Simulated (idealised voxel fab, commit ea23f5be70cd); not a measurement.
process module | voxel plated lines
cross-section cut | 255 nm wide | cells 5 nm
A cross-section is a grid of square cells, given in bands from the top down. A band is one or more rows of cells.
Each band's line starts with the height of the band's top and of its bottom, in nm. Then come its materials from left to right, each with its width in nm. One material with "throughout" fills the band from edge to edge. "air" is empty space.
Height 0 is the level under which the wafer as received is all one material. The lowest band goes on downwards, as in "0 down".
A width such as "30 to 40" changes by the same amount from each row of cells to the next, from the band's top row to its bottom row.
"no change" after a step means that no cell of the cross-section changed.
closed voids: empty space of 8 cells or more with no open way to the top, each as width x height at its distance from the left edge, in nm
after a step's settings: what the simulator itself notes on the step
overlay nm, on a step with a mask: how far to the right of its planned place the mask lay; to the left if negative
plan
1 op RECEIVE | material Si
2 op CONFORMAL_DEP | material Al2O3 | thk nm 10
3 op DIRECTIONAL_DEP | material TiN | thk nm 5
4 op PATTERN | tone open | mask id LINES | material resist | width nm 20 | pitch nm 50 | thk nm 20 | overlay nm 0
5 op EPI | material Ru | thk nm 5
6 op STRIP | etch materials resist
7 op DIRECTIONAL_ETCH | etch materials TiN | depth nm 5
8 op CONFORMAL_DEP | material SiCN | thk nm 5
as received, after step 1
  0 down: Si throughout
  closed voids: none
first wafer at the end, as planned
  25 to 20: air 85 | SiCN 30 | air 20 | SiCN 30 | air 90
  20 to 15: air 85 | SiCN 5 | Ru 20 | SiCN 5 | air 20 | SiCN 5 | Ru 20 | SiCN 5 | air 90
  15 to 10: SiCN 90 | TiN 20 | SiCN 30 | TiN 20 | SiCN 95
  10 to 0: Al2O3 throughout
  0 down: Si throughout
  closed voids: none
second wafer at the end: like start, like plan, one mistake
  25 to 20: air 80 | SiCN 40 | air 10 | SiCN 40 | air 85
  20 to 15: air 80 | SiCN 5 | Ru 30 | SiCN 5 | air 10 | SiCN 5 | Ru 30 | SiCN 5 | air 85
  15 to 10: SiCN 85 | TiN 30 | SiCN 20 | TiN 30 | SiCN 90
  10 to 0: Al2O3 throughout
  0 down: Si throughout
  closed voids: none
what went wrong: step 4 ran as: op PATTERN | tone open | mask id LINES | material resist | width nm 30 | pitch nm 50 | thk nm 20 | overlay nm 0
at the end the second wafer has, in cells: 4 more of Ru | 4 more of TiN
